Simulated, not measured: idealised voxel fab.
Process module name: voxel fin reveal
Section shown: cut. Width: 240 nm. Cell size: 5 nm, square.
A cross-section is written here as square cells arranged in a grid, and it is given in bands from the top down, each band taking up one or more rows of cells.
Heads up on the band format: heights come first, top then bottom, in nm. After that it's the materials left to right, each with its width in nm. A single material flagged "everywhere" fills the whole band edge to edge, and "empty" means there's empty space there.
Beneath 0, the wafer as received is one material, and that level is where height counting begins. The lowest band goes on downward without a bottom; it is written like "from 0 down".
It should be noted that a width expressed as "30->40" varies in equal increments from row to row of cells within the band, taking the value of the first number at the top row and that of the second number at the bottom row.
"no change" -> step changed no cross-section cell.
The label "Internal closed voids" introduces a list of the empty spaces, 8 cells or larger, that have no open way up to the top; each entry in it reads width x height at distance, where the distance is taken from the left edge and all three are stated in nm.
Past the settings on a step's line: simulator remark, on that step.
Regarding "overlay nm": on a step with a mask, it is the distance the mask lay to the right of its planned place; a negative value places it to the left.
LIST OF PLANNED PROCESS STEPS
- 1: RECEIVE: material Si
- 2: CONFORMAL_DEP: material SiN, thk nm 5
- 3: PATTERN: tone cover, mask id FINS, material resist, width nm 15, pitch nm 35, thk nm 15, overlay nm 0
- 4: DIRECTIONAL_ETCH: etch materials SiN, depth nm 5
- 5: DIRECTIONAL_ETCH: etch materials Si, depth nm 35
- 6: STRIP: etch materials resist
- 7: FILL_DEP: material SiO2, thk nm 15
- 8: CMP: height nm 5
- 9: SELECTIVE_ETCH: etch materials SiO2, depth nm 15
- 10: STRIP: etch materials SiN
FIRST OF TWO WAFERS, PROCESSED ACCORDING TO PLAN
STEP 1 COMPLETE: CROSS-SECTION OF THE WAFER AS RECEIVED
    from 0 down: Si everywhere
    Internal closed voids: none
SECTIONAL VIEW: WAFER, AFTER STEP 2
    from 5 to 0: SiN everywhere
    Heights below 0 show no change.
SECTIONAL VIEW: WAFER, AFTER STEP 3
    from 20 to 5: empty=60 / resist=15 / empty=20 / resist=15 / empty=20 / resist=15 / empty=20 / resist=15 / empty=60
    Heights below 5 show no change.
SECTIONAL VIEW: WAFER, AFTER STEP 4
    from 20 to 5: empty=60 / resist=15 / empty=20 / resist=15 / empty=20 / resist=15 / empty=20 / resist=15 / empty=60
    from 5 to 0: empty=60 / SiN=15 / empty=20 / SiN=15 / empty=20 / SiN=15 / empty=20 / SiN=15 / empty=60
    Heights below 0 show no change.
SECTIONAL VIEW: WAFER, AFTER STEP 5
    from 20 to 5: empty=60 / resist=15 / empty=20 / resist=15 / empty=20 / resist=15 / empty=20 / resist=15 / empty=60
    from 5 to 0: empty=60 / SiN=15 / empty=20 / SiN=15 / empty=20 / SiN=15 / empty=20 / SiN=15 / empty=60
    from 0 to -35: empty=60 / Si=15 / empty=20 / Si=15 / empty=20 / Si=15 / empty=20 / Si=15 / empty=60
    Heights below -35 show no change.
SECTIONAL VIEW: WAFER, AFTER STEP 6
    from 5 to 0: empty=60 / SiN=15 / empty=20 / SiN=15 / empty=20 / SiN=15 / empty=20 / SiN=15 / empty=60
    Heights below 0 show no change.
SECTIONAL VIEW: WAFER, AFTER STEP 7
    from 20 to 5: SiO2 everywhere
    from 5 to 0: SiO2=60 / SiN=15 / SiO2=20 / SiN=15 / SiO2=20 / SiN=15 / SiO2=20 / SiN=15 / SiO2=60
    from 0 to -35: SiO2=60 / Si=15 / SiO2=20 / Si=15 / SiO2=20 / Si=15 / SiO2=20 / Si=15 / SiO2=60
    Heights below -35 show no change.
SECTIONAL VIEW: WAFER, AFTER STEP 8
    from 5 to 0: SiO2=60 / SiN=15 / SiO2=20 / SiN=15 / SiO2=20 / SiN=15 / SiO2=20 / SiN=15 / SiO2=60
    Heights below 0 show no change.
SECTIONAL VIEW: WAFER, AFTER STEP 9
    from 5 to 0: empty=60 / SiN=15 / empty=20 / SiN=15 / empty=20 / SiN=15 / empty=20 / SiN=15 / empty=60
    from 0 to -10: empty=60 / Si=15 / empty=20 / Si=15 / empty=20 / Si=15 / empty=20 / Si=15 / empty=60
    Heights below -10 show no change.
SECTIONAL VIEW: WAFER, AFTER STEP 10
    from 0 to -10: empty=60 / Si=15 / empty=20 / Si=15 / empty=20 / Si=15 / empty=20 / Si=15 / empty=60
    Heights below -10 show no change.
SECOND OF TWO: SAME START, SAME PLAN, ONE RUN ERROR; STEPS UP TO AND INCLUDING 2 MATCH THE FIRST
THE SECOND WAFER CUT THROUGH, AT THE TIME STEP 3 WAS SUPPOSED TO BE FINISHED
    from 20 to 5: resist=60 / empty=15 / resist=20 / empty=15 / resist=20 / empty=15 / resist=20 / empty=15 / resist=60
    Heights below 5 show no change.
THE SECOND WAFER CUT THROUGH, AT THE TIME STEP 4 WAS SUPPOSED TO BE FINISHED
    from 20 to 5: resist=60 / empty=15 / resist=20 / empty=15 / resist=20 / empty=15 / resist=20 / empty=15 / resist=60
    from 5 to 0: SiN=60 / empty=15 / SiN=20 / empty=15 / SiN=20 / empty=15 / SiN=20 / empty=15 / SiN=60
    Heights below 0 show no change.
THE SECOND WAFER CUT THROUGH, AT THE TIME STEP 5 WAS SUPPOSED TO BE FINISHED
    from 20 to 5: resist=60 / empty=15 / resist=20 / empty=15 / resist=20 / empty=15 / resist=20 / empty=15 / resist=60
    from 5 to 0: SiN=60 / empty=15 / SiN=20 / empty=15 / SiN=20 / empty=15 / SiN=20 / empty=15 / SiN=60
    from 0 to -35: Si=60 / empty=15 / Si=20 / empty=15 / Si=20 / empty=15 / Si=20 / empty=15 / Si=60
    Heights below -35 show no change.
THE SECOND WAFER CUT THROUGH, AT THE TIME STEP 6 WAS SUPPOSED TO BE FINISHED
    from 5 to 0: SiN=60 / empty=15 / SiN=20 / empty=15 / SiN=20 / empty=15 / SiN=20 / empty=15 / SiN=60
    Heights below 0 show no change.
THE SECOND WAFER CUT THROUGH, AT THE TIME STEP 7 WAS SUPPOSED TO BE FINISHED
    from 20 to 5: SiO2 everywhere
    from 5 to 0: SiN=60 / SiO2=15 / SiN=20 / SiO2=15 / SiN=20 / SiO2=15 / SiN=20 / SiO2=15 / SiN=60
    from 0 to -35: Si=60 / SiO2=15 / Si=20 / SiO2=15 / Si=20 / SiO2=15 / Si=20 / SiO2=15 / Si=60
    Heights below -35 show no change.
THE SECOND WAFER CUT THROUGH, AT THE TIME STEP 8 WAS SUPPOSED TO BE FINISHED
    from 5 to 0: SiN=60 / SiO2=15 / SiN=20 / SiO2=15 / SiN=20 / SiO2=15 / SiN=20 / SiO2=15 / SiN=60
    Heights below 0 show no change.
THE SECOND WAFER CUT THROUGH, AT THE TIME STEP 9 WAS SUPPOSED TO BE FINISHED
    from 5 to 0: SiN=60 / empty=15 / SiN=20 / empty=15 / SiN=20 / empty=15 / SiN=20 / empty=15 / SiN=60
    from 0 to -10: Si=60 / empty=15 / Si=20 / empty=15 / Si=20 / empty=15 / Si=20 / empty=15 / Si=60
    Heights below -10 show no change.
THE SECOND WAFER CUT THROUGH, AT THE TIME STEP 10 WAS SUPPOSED TO BE FINISHED
    from 0 to -10: Si=60 / empty=15 / Si=20 / empty=15 / Si=20 / empty=15 / Si=20 / empty=15 / Si=60
    Heights below -10 show no change.
What broke from the plan during processing? step 3 changed vs plan, executed as PATTERN: tone open, mask id FINS, material resist, width nm 15, pitch nm 35, thk nm 15, overlay nm 0
Final difference in cells, second wafer against first, listed per material as more or fewer: 168 more of Si | 120 fewer of SiO2
